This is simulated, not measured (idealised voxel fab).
Name of the process module below: voxel gate over fins
Square cells of 5 nm make up the cross-section cut, whose width is 260 nm.
Throughout this document, each cross-section is represented as a grid of square cells and is presented as a sequence of bands enumerated from the top downward, where a band comprises one or more rows of cells. Basically the band line says how high the top is and how high the bottom is, in nm, and then what's in it from left to right, every material with its width in nm. Empty space shows up as "blank", and if a single material carries "everywhere" it runs the full band edge to edge. Height 0 is the level under which the wafer as received is all one material. The lowest band goes on downwards, as in "0 and below". Note: "30->40" means the width goes from the first number (top row of the band) to the second number (bottom row) in equal steps per row of cells. What does "stayed the same" mean for a step? It means no cell of the cross-section changed in that step. Heads up: "Enclosed internal voids" only lists the empty pockets with no open path to the top that are 8 cells or more, and it writes them as width x height at distance, distance from the left edge, in nm. Where a step's line continues beyond its settings, the continuation is a remark by the simulator itself on that step. overlay nm: how far to the right of its planned place the mask lay on this masked step (negative: to the left).

## Below is the list of planned process steps
- 1: RECEIVE (material Si)
- 2: CONFORMAL_DEP (material SiN; thk nm 5)
- 3: MASKED_ETCH (tone cover; mask id FINS; width nm 15; pitch nm 45; etch materials SiN; depth nm 5; overlay nm 0)
- 4: MASKED_ETCH (tone cover; mask id FINS; width nm 15; pitch nm 45; etch materials Si; depth nm 35; overlay nm 0)
- 5: FILL_DEP (material SiO2; thk nm 10)
- 6: CMP (height nm 5)
- 7: SELECTIVE_ETCH (etch materials SiO2; depth nm 15)
- 8: STRIP (etch materials SiN)
- 9: CONFORMAL_DEP (material HfO2; thk nm 5)
- 10: CONFORMAL_DEP (material TiN; thk nm 5)
- 11: FILL_DEP (material W; thk nm 10)
- 12: CMP (height nm 15)
- 13: CONFORMAL_DEP (material SiCN; thk nm 5)

## What follows covers the first of two wafers; it ran as planned

## As received (post step 1): cross-section
  0 and below | Si everywhere
  Enclosed internal voids: none

## Wafer after step 2 (cross-section)
  5 down to 0 | SiN everywhere
  Everything under 0 stays put, no change at all.

## Wafer after step 3 (cross-section)
  5 down to 0 | blank: 55  SiN: 15  blank: 30  SiN: 15  blank: 30  SiN: 15  blank: 30  SiN: 15  blank: 55
  Everything under 0 stays put, no change at all.

## Wafer after step 4 (cross-section)
  5 down to 0 | blank: 55  SiN: 15  blank: 30  SiN: 15  blank: 30  SiN: 15  blank: 30  SiN: 15  blank: 55
  0 down to -35 | blank: 55  Si: 15  blank: 30  Si: 15  blank: 30  Si: 15  blank: 30  Si: 15  blank: 55
  Everything under -35 stays put, no change at all.

## Wafer after step 5 (cross-section)
  15 down to 5 | SiO2 everywhere
  5 down to 0 | SiO2: 55  SiN: 15  SiO2: 30  SiN: 15  SiO2: 30  SiN: 15  SiO2: 30  SiN: 15  SiO2: 55
  0 down to -35 | SiO2: 55  Si: 15  SiO2: 30  Si: 15  SiO2: 30  Si: 15  SiO2: 30  Si: 15  SiO2: 55
  Everything under -35 stays put, no change at all.

## Wafer after step 6 (cross-section)
  5 down to 0 | SiO2: 55  SiN: 15  SiO2: 30  SiN: 15  SiO2: 30  SiN: 15  SiO2: 30  SiN: 15  SiO2: 55
  Everything under 0 stays put, no change at all.

## Wafer after step 7 (cross-section)
  5 down to 0 | blank: 55  SiN: 15  blank: 30  SiN: 15  blank: 30  SiN: 15  blank: 30  SiN: 15  blank: 55
  0 down to -10 | blank: 55  Si: 15  blank: 30  Si: 15  blank: 30  Si: 15  blank: 30  Si: 15  blank: 55
  Everything under -10 stays put, no change at all.

## Wafer after step 8 (cross-section)
  0 down to -10 | blank: 55  Si: 15  blank: 30  Si: 15  blank: 30  Si: 15  blank: 30  Si: 15  blank: 55
  Everything under -10 stays put, no change at all.

## Wafer after step 9 (cross-section)
  5 down to 0 | blank: 50  HfO2: 25  blank: 20  HfO2: 25  blank: 20  HfO2: 25  blank: 20  HfO2: 25  blank: 50
  0 down to -5 | blank: 50  HfO2: 5  Si: 15  HfO2: 5  blank: 20  HfO2: 5  Si: 15  HfO2: 5  blank: 20  HfO2: 5  Si: 15  HfO2: 5  blank: 20  HfO2: 5  Si: 15  HfO2: 5  blank: 50
  -5 down to -10 | HfO2: 55  Si: 15  HfO2: 30  Si: 15  HfO2: 30  Si: 15  HfO2: 30  Si: 15  HfO2: 55
  Everything under -10 stays put, no change at all.

## Wafer after step 10 (cross-section)
  10 down to 5 | blank: 45  TiN: 35  blank: 10  TiN: 35  blank: 10  TiN: 35  blank: 10  TiN: 35  blank: 45
  5 down to 0 | blank: 45  TiN: 5  HfO2: 25  TiN: 5  blank: 10  TiN: 5  HfO2: 25  TiN: 5  blank: 10  TiN: 5  HfO2: 25  TiN: 5  blank: 10  TiN: 5  HfO2: 25  TiN: 5  blank: 45
  0 down to -5 | TiN: 50  HfO2: 5  Si: 15  HfO2: 5  TiN: 20  HfO2: 5  Si: 15  HfO2: 5  TiN: 20  HfO2: 5  Si: 15  HfO2: 5  TiN: 20  HfO2: 5  Si: 15  HfO2: 5  TiN: 50
  Everything under -5 stays put, no change at all.

## Wafer after step 11 (cross-section)
  20 down to 10 | W everywhere
  10 down to 5 | W: 45  TiN: 35  W: 10  TiN: 35  W: 10  TiN: 35  W: 10  TiN: 35  W: 45
  5 down to 0 | W: 45  TiN: 5  HfO2: 25  TiN: 5  W: 10  TiN: 5  HfO2: 25  TiN: 5  W: 10  TiN: 5  HfO2: 25  TiN: 5  W: 10  TiN: 5  HfO2: 25  TiN: 5  W: 45
  Everything under 0 stays put, no change at all.

## Wafer after step 12 (cross-section)
  15 down to 10 | W everywhere
  Everything under 10 stays put, no change at all.

## Wafer after step 13 (cross-section)
  20 down to 15 | SiCN everywhere
  Everything under 15 stays put, no change at all.

## Wafer two: like wafer one in start and plan, but with one mistake in execution; identical up to and including step 4

## Planned end of step 5: second wafer, cross-section
  15 down to 5 | SiCN everywhere
  5 down to 0 | SiCN: 55  SiN: 15  SiCN: 30  SiN: 15  SiCN: 30  SiN: 15  SiCN: 30  SiN: 15  SiCN: 55
  0 down to -35 | SiCN: 55  Si: 15  SiCN: 30  Si: 15  SiCN: 30  Si: 15  SiCN: 30  Si: 15  SiCN: 55
  Everything under -35 stays put, no change at all.

## Planned end of step 6: second wafer, cross-section
  5 down to 0 | SiCN: 55  SiN: 15  SiCN: 30  SiN: 15  SiCN: 30  SiN: 15  SiCN: 30  SiN: 15  SiCN: 55
  Everything under 0 stays put, no change at all.

Planned end of step 7: second wafer, cross-section: stayed the same

## Planned end of step 8: second wafer, cross-section
  5 down to 0 | SiCN: 55  blank: 15  SiCN: 30  blank: 15  SiCN: 30  blank: 15  SiCN: 30  blank: 15  SiCN: 55
  Everything under 0 stays put, no change at all.

## Planned end of step 9: second wafer, cross-section
  10 down to 5 | HfO2: 60  blank: 5  HfO2: 40  blank: 5  HfO2: 40  blank: 5  HfO2: 40  blank: 5  HfO2: 60
  5 down to 0 | SiCN: 55  HfO2: 15  SiCN: 30  HfO2: 15  SiCN: 30  HfO2: 15  SiCN: 30  HfO2: 15  SiCN: 55
  Everything under 0 stays put, no change at all.

## Planned end of step 10: second wafer, cross-section
  15 down to 10 | TiN everywhere
  10 down to 5 | HfO2: 60  TiN: 5  HfO2: 40  TiN: 5  HfO2: 40  TiN: 5  HfO2: 40  TiN: 5  HfO2: 60
  Everything under 5 stays put, no change at all.

## Planned end of step 11: second wafer, cross-section
  25 down to 15 | W everywhere
  Everything under 15 stays put, no change at all.

## Planned end of step 12: second wafer, cross-section
  15 down to 10 | TiN everywhere
  Everything under 10 stays put, no change at all.

## Planned end of step 13: second wafer, cross-section
  20 down to 15 | SiCN everywhere
  Everything under 15 stays put, no change at all.
Short version of what went wrong: step 5 did not happen as planned, as run it was FILL_DEP (material SiCN; thk nm 10)
Per the end-of-run cell counts, the second wafer holds more or fewer of some materials than the first: HfO2 -8; SiCN +320; SiO2 -200; TiN -12; W -100
